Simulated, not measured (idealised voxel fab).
Proc. module: voxel self aligned contacts
In the cross-section labelled cut, the width is 235 nm and each square cell is 5 nm.
Cross-section = grid of square cells, listed top down in bands; band = one or more rows. Top height, bottom height, nm. Materials left to right, width each, nm. Single material + "edge to edge" = fills band edge to edge. "empty" = empty. Counting heights begins at 0, where everything beneath is, in the wafer as received, one material. The lowest band has no bottom; it goes on downwards, as "from 0 down" shows. The notation "30 to 40" denotes a width that varies across the rows of cells in the band, beginning at the first number in the top row, finishing at the second number in the bottom row, and changing by an identical amount from each row to the next. "same as before" means the step left every cell of the cross-section as it was. "Voids, enclosed" enumerates empty spaces isolated from the top, with no open way to it, that contain at least 8 cells, giving each as width x height at distance from the left edge, all three in nm. Post-settings text on a step line: simulator's own remark regarding the step. When a step includes a mask, the "overlay nm" setting on its line states how far to the right of its planned place that mask lay, and negative values state how far to the left.

List of planned process steps
- 1: RECEIVE [material Si]
- 2: CONFORMAL_DEP [material SiO2] [thk nm 5]
- 3: DIRECTIONAL_DEP [material polySi] [thk nm 20]
- 4: DIRECTIONAL_DEP [material SiN] [thk nm 25]
- 5: MASKED_ETCH [tone cover] [mask id GATE] [width nm 25] [pitch nm 65] [etch materials SiN] [depth nm 25] [overlay nm 0]
- 6: MASKED_ETCH [tone cover] [mask id GATE] [width nm 25] [pitch nm 65] [etch materials polySi] [depth nm 20] [overlay nm 0]
- 7: CONFORMAL_DEP [material SiN] [thk nm 10]
- 8: DIRECTIONAL_ETCH [etch materials SiN] [depth nm 10]
- 9: FILL_DEP [material SiO2] [thk nm 15]
- 10: CMP [height nm 60]
- 11: PATTERN [tone open] [mask id CONTACT] [material resist] [width nm 50] [pitch nm 65] [thk nm 20] [overlay nm 0]
- 12: DIRECTIONAL_ETCH [etch materials SiO2] [depth nm 60]
- 13: STRIP [etch materials resist]
- 14: CONFORMAL_DEP [material TiN] [thk nm 5]
- 15: FILL_DEP [material Ru] [thk nm 10]
- 16: CMP [height nm 60]
- 17: CONFORMAL_DEP [material SiCN] [thk nm 5]

Cross-section of the wafer as it came to us, i.e., already through step 1
from 0 down | Si edge to edge
Voids, enclosed: none

The first of the two wafers as seen in cross-section once the module was finished; processing followed the plan
from 65 to 60 | SiCN edge to edge
from 60 to 50 | SiO2 (60), then TiN (5 to 20), then Ru (40 to 10), then TiN (5 to 20), then SiO2 (15), then TiN (5 to 20), then Ru (40 to 10), then TiN (5 to 20), then SiO2 (60)
from 50 to 25 | SiO2 (30), then SiN (45), then TiN (5), then Ru (10), then TiN (5), then SiN (45), then TiN (5), then Ru (10), then TiN (5), then SiN (45), then SiO2 (30)
from 25 to 5 | SiO2 (30), then SiN (10), then polySi (25), then SiN (10), then TiN (5), then Ru (10), then TiN (5), then SiN (10), then polySi (25), then SiN (10), then TiN (5), then Ru (10), then TiN (5), then SiN (10), then polySi (25), then SiN (10), then SiO2 (30)
from 5 to 0 | SiO2 (75), then TiN (20), then SiO2 (45), then TiN (20), then SiO2 (75)
from 0 down | Si edge to edge
Voids, enclosed: none

Presented here is a cross-section of the second of the two wafers as it stood at the end of the module. It was started in the same manner and assigned the same plan as the first wafer; however, one mistake was made in its execution
from 65 to 60 | SiCN edge to edge
from 60 to 50 | SiO2 (60), then TiN (5 to 20), then Ru (40 to 10), then TiN (5 to 20), then SiO2 (15), then TiN (5 to 20), then Ru (40 to 10), then TiN (5 to 20), then SiO2 (60)
from 50 to 35 | SiO2 (30), then SiN (45), then TiN (5), then Ru (10), then TiN (5), then SiN (45), then TiN (5), then Ru (10), then TiN (5), then SiN (45), then SiO2 (30)
from 35 to 30 | SiO2 (30), then SiN (45), then TiN (20), then SiN (45), then TiN (20), then SiN (45), then SiO2 (30)
from 30 to 25 | SiN edge to edge
from 25 to 5 | polySi edge to edge
from 5 to 0 | SiO2 edge to edge
from 0 down | Si edge to edge
Voids, enclosed: none
Want to know what went wrong? for step 5, the planned setting was not used; the step was instead run as MASKED_ETCH [tone cover] [mask id GATE] [width nm 25] [pitch nm 65] [etch materials SiN] [depth nm 20] [overlay nm 0]
Counted in cells at the end, the second wafer holds more or fewer of these materials than the first: Ru -24 | SiN -28 | SiO2 -52 | TiN -24 | polySi +128
